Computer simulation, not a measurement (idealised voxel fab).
Proc. module: voxel double patterning
Cross-section cut: width 210 nm, square cells of 5 nm.
Notation: cross-section as square-cell grid; stated in bands, top first, going down; one or more cell rows per band.
Top height, bottom height, nm. Materials left to right, width each, nm. Single material + "throughout" = fills band edge to edge. "air" = empty.
Height is counted from the level 0, under which the received wafer is composed throughout of one material. The lowest of the bands is not closed at the bottom but continues downward, in the notation "0 and below".
The width entry "30->40" should be interpreted row by row: the top row of cells in the band takes the first number, the bottom row takes the second number, and the change between adjacent rows is uniform throughout.
The designation "no change", where it is given for a processing step, indicates that no cell of the cross-section was altered in the course of that step.
Empty spaces counting at least 8 cells and having no open way to the top are listed in "Encapsulated voids". The notation width x height at distance is used for each, the distance being from the left edge and all three values in nm.
It should be noted that, on the line of a given step, the content following the step's settings is a remark produced by the simulator itself with respect to that step.
Each step line may optionally specify "overlay nm", which for a step with a mask gives the rightward distance between the mask's planned place and where it lay, a negative value indicating the leftward direction.
### The process steps that were planned are listed below
1 op RECEIVE | material Si
2 op CONFORMAL_DEP | material SiO2 | thk nm 5
3 op DIRECTIONAL_DEP | material polySi | thk nm 15
4 op DIRECTIONAL_DEP | material SiCN | thk nm 5
5 op PATTERN | tone open | mask id FIRST | material resist | width nm 15 | pitch nm 50 | thk nm 15 | overlay nm 0
6 op DIRECTIONAL_ETCH | etch materials SiCN | depth nm 5
7 op STRIP | etch materials resist
8 op PATTERN | tone open | mask id SECOND | material resist | width nm 15 | pitch nm 50 | thk nm 20 | overlay nm 0
9 op DIRECTIONAL_ETCH | etch materials SiCN | depth nm 5
10 op STRIP | etch materials resist
11 op DIRECTIONAL_ETCH | etch materials polySi | depth nm 15
12 op STRIP | etch materials SiCN
The plan's step 4 thk nm is the first wafer's value; the wafers differ in this setting and start identical.
### Received wafers, first of several: cross-section after step 1
- 0 and below = Si throughout
- Encapsulated voids: none
### Note: the following table is arranged by wafer, a row apiece. Each row reports the end-of-module state: per material, cells gained (+) or cells lost (-) compared with the wafer as received; closed voids follow
thk nm 5; +42 SiO2; +81 polySi; Encapsulated voids: none
thk nm 10; +42 SiO2; +126 polySi; Encapsulated voids: none
thk nm 15; +42 SiO2; +126 polySi; Encapsulated voids: none
thk nm 20; +42 SiO2; +126 polySi; Encapsulated voids: none
